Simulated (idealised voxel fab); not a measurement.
process module | voxel ribs on slabs
cross-section cut | 295 nm wide | cells 5 nm
A cross-section is a grid of square cells, given in bands from the top down. A band is one or more rows of cells.
Each band's line starts with the height of the band's top and of its bottom, in nm. Then come its materials from left to right, each with its width in nm. One material with "throughout" fills the band from edge to edge. "air" is empty space.
Height 0 is the level under which the wafer as received is all one material. The lowest band goes on downwards, as in "0 down".
A width such as "30 to 40" changes by the same amount from each row of cells to the next, from the band's top row to its bottom row.
"no change" after a step means that no cell of the cross-section changed.
closed voids: empty space of 8 cells or more with no open way to the top, each as width x height at its distance from the left edge, in nm
after a step's settings: what the simulator itself notes on the step
overlay nm, on a step with a mask: how far to the right of its planned place the mask lay; to the left if negative
plan
1 op RECEIVE | material Si
2 op DIRECTIONAL_DEP | material SiO2 | thk nm 30
3 op DIRECTIONAL_DEP | material SiN | thk nm 25
4 op DIRECTIONAL_DEP | material aC | thk nm 15
5 op PATTERN | tone cover | mask id RIB | material resist | width nm 15 | thk nm 30 | overlay nm 0
6 op DIRECTIONAL_ETCH | etch materials aC | depth nm 15
7 op STRIP | etch materials resist
8 op DIRECTIONAL_ETCH | etch materials SiN | depth nm 20
9 op STRIP | etch materials aC
10 op MASKED_ETCH | tone cover | mask id SLAB | width nm 55 | etch materials SiN | depth nm 5 | overlay nm 0
11 op FILL_DEP | material SiO2 | thk nm 30
12 op CMP | height nm 75
13 op DIRECTIONAL_DEP | material W | thk nm 5
14 op DIRECTIONAL_DEP | material aC | thk nm 15
15 op PATTERN | tone cover | mask id HEATER | material resist | width nm 25 | thk nm 30 | overlay nm 0
16 op DIRECTIONAL_ETCH | etch materials aC | depth nm 15
17 op STRIP | etch materials resist
18 op DIRECTIONAL_ETCH | etch materials W | depth nm 5
19 op STRIP | etch materials aC
20 op CONFORMAL_DEP | material SiN | thk nm 5
as received, after step 1
  0 down: Si throughout
  closed voids: none
a wafer at the end: this start, this plan, one mistake
  85 to 80: air 130 | SiN 35 | air 130
  80 to 75: SiN 135 | W 25 | SiN 135
  75 to 50: SiO2 throughout
  50 to 45: SiO2 120 | SiN 55 | SiO2 120
  45 to 30: aC throughout
  30 to 0: SiO2 throughout
  0 down: Si throughout
  closed voids: none
what went wrong: steps 3 and 4 were swapped
